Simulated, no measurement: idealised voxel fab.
process module | voxel wiring stack
cross-section cut | 240 nm wide | cells 5 nm
A cross-section is a grid of square cells, given in bands from the top down. A band is one or more rows of cells.
Each band's line starts with the height of the band's top and of its bottom, in nm. Then come its materials from left to right, each with its width in nm. One material with "throughout" fills the band from edge to edge. "air" is empty space.
Height 0 is the level under which the wafer as received is all one material. The lowest band goes on downwards, as in "0 down".
A width such as "30 to 40" changes by the same amount from each row of cells to the next, from the band's top row to its bottom row.
"no change" after a step means that no cell of the cross-section changed.
closed voids: empty space of 8 cells or more with no open way to the top, each as width x height at its distance from the left edge, in nm
after a step's settings: what the simulator itself notes on the step
overlay nm, on a step with a mask: how far to the right of its planned place the mask lay; to the left if negative
plan
1 op RECEIVE | material Si
2 op CONFORMAL_DEP | material SiO2 | thk nm 15
3 op DIRECTIONAL_DEP | material TiN | thk nm 5
4 op DIRECTIONAL_DEP | material Ru | thk nm 20
5 op MASKED_ETCH | tone cover | mask id METAL_1 | width nm 25 | pitch nm 50 | etch materials Ru | depth nm 20 | overlay nm 0
6 op MASKED_ETCH | tone cover | mask id METAL_1 | width nm 25 | pitch nm 50 | etch materials TiN | depth nm 5 | overlay nm 0
7 op CONFORMAL_DEP | material SiCN | thk nm 5
8 op FILL_DEP | material lowk | thk nm 5
9 op CMP | height nm 40
10 op CONFORMAL_DEP | material SiCN | thk nm 5
11 op DIRECTIONAL_DEP | material SiO2 | thk nm 20
12 op DIRECTIONAL_DEP | material aC | thk nm 15
13 op PATTERN | tone open | mask id PLUG_1 | material resist | width nm 15 | pitch nm 100 | thk nm 30 | overlay nm 0
14 op DIRECTIONAL_ETCH | etch materials aC | depth nm 15
15 op STRIP | etch materials resist
16 op DIRECTIONAL_ETCH | etch materials SiO2 | depth nm 20
17 op DIRECTIONAL_ETCH | etch materials SiCN | depth nm 5
18 op STRIP | etch materials aC
19 op CONFORMAL_DEP | material TiN | thk nm 5
20 op FILL_DEP | material Cu | thk nm 5
21 op CMP | height nm 65
22 op DIRECTIONAL_DEP | material TiN | thk nm 5
23 op DIRECTIONAL_DEP | material Ru | thk nm 20
24 op MASKED_ETCH | tone cover | mask id METAL_2 | width nm 25 | pitch nm 50 | etch materials Ru | depth nm 20 | overlay nm 0
25 op MASKED_ETCH | tone cover | mask id METAL_2 | width nm 25 | pitch nm 50 | etch materials TiN | depth nm 5 | overlay nm 0
26 op CONFORMAL_DEP | material SiCN | thk nm 5
27 op FILL_DEP | material lowk | thk nm 10
28 op CMP | height nm 90
29 op CONFORMAL_DEP | material SiCN | thk nm 5
30 op DIRECTIONAL_DEP | material lowk | thk nm 30
31 op DIRECTIONAL_DEP | material aC | thk nm 15
32 op PATTERN | tone open | mask id METAL_3 | material resist | width nm 25 | pitch nm 50 | thk nm 35 | overlay nm 0
33 op DIRECTIONAL_ETCH | etch materials aC | depth nm 15
34 op STRIP | etch materials resist
35 op DIRECTIONAL_ETCH | etch materials lowk | depth nm 20
36 op STRIP | etch materials aC
37 op MASKED_ETCH | tone open | mask id METAL_3_HOLES | width nm 15 | pitch nm 100 | etch materials lowk | depth nm 10 | overlay nm 0
38 op MASKED_ETCH | tone open | mask id METAL_3_HOLES | width nm 15 | pitch nm 100 | etch materials SiCN | depth nm 5 | overlay nm 0
39 op CONFORMAL_DEP | material TiN | thk nm 5
40 op FILL_DEP | material Cu | thk nm 5
41 op CMP | height nm 125
42 op CONFORMAL_DEP | material SiCN | thk nm 5
as received, after step 1
  0 down: Si throughout
  closed voids: none
first wafer at the end, as planned
  130 to 125: SiCN throughout
  125 to 110: lowk 55 | TiN 5 | Cu 15 | TiN 5 | lowk 25 | TiN 5 | Cu 15 | TiN 5 | lowk 25 | TiN 5 | Cu 15 | TiN 5 | lowk 60
  110 to 105: lowk 55 | TiN 5 | Cu 5 | TiN 15 | lowk 25 | TiN 25 | lowk 25 | TiN 5 | Cu 5 | TiN 15 | lowk 60
  105 to 95: lowk 55 | TiN 5 | Cu 5 | TiN 5 | lowk 85 | TiN 5 | Cu 5 | TiN 5 | lowk 70
  95 to 90: SiCN 55 | TiN 15 | SiCN 85 | TiN 15 | SiCN 70
  90 to 70: lowk 50 | SiCN 5 | Ru 25 | SiCN 5 | lowk 15 | SiCN 5 | Ru 25 | SiCN 5 | lowk 15 | SiCN 5 | Ru 25 | SiCN 5 | lowk 55
  70 to 65: SiCN 55 | TiN 25 | SiCN 25 | TiN 25 | SiCN 25 | TiN 25 | SiCN 60
  65 to 45: SiO2 55 | TiN 5 | Cu 5 | TiN 5 | SiO2 85 | TiN 5 | Cu 5 | TiN 5 | SiO2 70
  45 to 40: SiCN 55 | TiN 15 | SiCN 85 | TiN 15 | SiCN 70
  40 to 20: lowk 50 | SiCN 5 | Ru 25 | SiCN 5 | lowk 15 | SiCN 5 | Ru 25 | SiCN 5 | lowk 15 | SiCN 5 | Ru 25 | SiCN 5 | lowk 55
  20 to 15: SiCN 55 | TiN 25 | SiCN 25 | TiN 25 | SiCN 25 | TiN 25 | SiCN 60
  15 to 0: SiO2 throughout
  0 down: Si throughout
  closed voids: none
second wafer at the end: like start, like plan, one mistake
  130 to 125: SiCN throughout
  125 to 110: lowk 55 | TiN 5 | Cu 15 | TiN 5 | lowk 25 | TiN 5 | Cu 15 | TiN 5 | lowk 25 | TiN 5 | Cu 15 | TiN 5 | lowk 60
  110 to 105: lowk 55 | TiN 5 | Cu 5 | TiN 15 | lowk 25 | TiN 25 | lowk 25 | TiN 5 | Cu 5 | TiN 15 | lowk 60
  105 to 95: lowk 55 | TiN 5 | Cu 5 | TiN 5 | lowk 85 | TiN 5 | Cu 5 | TiN 5 | lowk 70
  95 to 90: SiCN 55 | TiN 15 | SiCN 85 | TiN 15 | SiCN 70
  90 to 70: lowk 50 | SiCN 5 | Ru 25 | SiCN 5 | lowk 15 | SiCN 5 | Ru 25 | SiCN 5 | lowk 15 | SiCN 5 | Ru 25 | SiCN 5 | lowk 55
  70 to 65: SiCN 55 | TiN 25 | SiCN 25 | TiN 25 | SiCN 25 | TiN 25 | SiCN 60
  65 to 45: SiO2 55 | TiN 5 | Cu 5 | TiN 5 | SiO2 85 | TiN 5 | Cu 5 | TiN 5 | SiO2 70
  45 to 40: SiCN 55 | TiN 15 | SiCN 85 | TiN 15 | SiCN 70
  40 to 25: lowk 55 | SiCN 5 | Ru 15 | SiCN 5 | lowk 25 | SiCN 5 | Ru 15 | SiCN 5 | lowk 25 | SiCN 5 | Ru 15 | SiCN 5 | lowk 60
  25 to 20: lowk 50 | SiCN 10 | Ru 15 | SiCN 10 | lowk 15 | SiCN 10 | Ru 15 | SiCN 10 | lowk 15 | SiCN 10 | Ru 15 | SiCN 10 | lowk 55
  20 to 15: SiCN 55 | TiN 25 | SiCN 25 | TiN 25 | SiCN 25 | TiN 25 | SiCN 60
  15 to 0: SiO2 throughout
  0 down: Si throughout
  closed voids: none
what went wrong: step 5 ran as: op MASKED_ETCH | tone cover | mask id METAL_1 | width nm 15 | pitch nm 50 | etch materials Ru | depth nm 20 | overlay nm 0
at the end the second wafer has, in cells: 24 fewer of Ru | 6 more of SiCN | 18 more of lowk
